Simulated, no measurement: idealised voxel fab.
process module | voxel self aligned vias
cross-section cut | 170 nm wide | cells 5 nm
A cross-section is a grid of square cells, given in bands from the top down. A band is one or more rows of cells.
Each band's line starts with the height of the band's top and of its bottom, in nm. Then come its materials from left to right, each with its width in nm. One material with "throughout" fills the band from edge to edge. "air" is empty space.
Height 0 is the level under which the wafer as received is all one material. The lowest band goes on downwards, as in "0 down".
A width such as "30 to 40" changes by the same amount from each row of cells to the next, from the band's top row to its bottom row.
"no change" after a step means that no cell of the cross-section changed.
closed voids: empty space of 8 cells or more with no open way to the top, each as width x height at its distance from the left edge, in nm
after a step's settings: what the simulator itself notes on the step
overlay nm, on a step with a mask: how far to the right of its planned place the mask lay; to the left if negative
plan
1 op RECEIVE | material Si
2 op CONFORMAL_DEP | material SiO2 | thk nm 15
3 op CONFORMAL_DEP | material SiCN | thk nm 5
4 op DIRECTIONAL_DEP | material lowk | thk nm 30
5 op MASKED_ETCH | tone open | mask id LINES | width nm 20 | pitch nm 50 | etch materials lowk | depth nm 30 | overlay nm 0
6 op CONFORMAL_DEP | material TiN | thk nm 5
7 op FILL_DEP | material Ru | thk nm 10
8 op CMP | height nm 50
9 op SELECTIVE_ETCH | etch materials W Ru TiN | depth nm 5
10 op FILL_DEP | material SiN | thk nm 10
11 op CMP | height nm 50
12 op DIRECTIONAL_DEP | material lowk | thk nm 15
13 op MASKED_ETCH | tone open | mask id VIAS | width nm 30 | pitch nm 50 | etch materials lowk | depth nm 15 | overlay nm 0
14 op MASKED_ETCH | tone open | mask id VIAS | width nm 30 | pitch nm 50 | etch materials SiN | depth nm 5 | overlay nm 0
15 op CONFORMAL_DEP | material TiN | thk nm 5
16 op FILL_DEP | material Cu | thk nm 5
17 op CMP | height nm 65
18 op CONFORMAL_DEP | material SiN | thk nm 5
as received, after step 1
  0 down: Si throughout
  closed voids: none
first wafer at the end, as planned
  70 to 65: SiN throughout
  65 to 55: lowk 45 | TiN 5 | Cu 20 | TiN 5 | lowk 20 | TiN 5 | Cu 20 | TiN 5 | lowk 45
  55 to 50: lowk 45 | TiN 10 | Cu 10 | TiN 10 | lowk 20 | TiN 10 | Cu 10 | TiN 10 | lowk 45
  50 to 45: lowk 50 | TiN 20 | lowk 30 | TiN 20 | lowk 50
  45 to 25: lowk 50 | TiN 5 | Ru 10 | TiN 5 | lowk 30 | TiN 5 | Ru 10 | TiN 5 | lowk 50
  25 to 20: lowk 50 | TiN 20 | lowk 30 | TiN 20 | lowk 50
  20 to 15: SiCN throughout
  15 to 0: SiO2 throughout
  0 down: Si throughout
  closed voids: none
second wafer at the end: like start, like plan, one mistake
  70 to 65: SiN throughout
  65 to 50: lowk 45 | TiN 5 | Cu 20 | TiN 5 | lowk 20 | TiN 5 | Cu 20 | TiN 5 | lowk 45
  50 to 45: SiN 45 | TiN 30 | SiN 20 | TiN 30 | SiN 45
  45 to 20: lowk 50 | TiN 5 | Ru 10 | TiN 5 | lowk 30 | TiN 5 | Ru 10 | TiN 5 | lowk 50
  20 to 15: lowk 50 | TiN 20 | lowk 30 | TiN 20 | lowk 50
  15 to 0: SiO2 throughout
  0 down: Si throughout
  closed voids: none
what went wrong: step 3 was left out
at the end the second wafer has, in cells: 4 more of Cu | 4 more of Ru | 34 fewer of SiCN | 22 more of SiN | 4 more of TiN
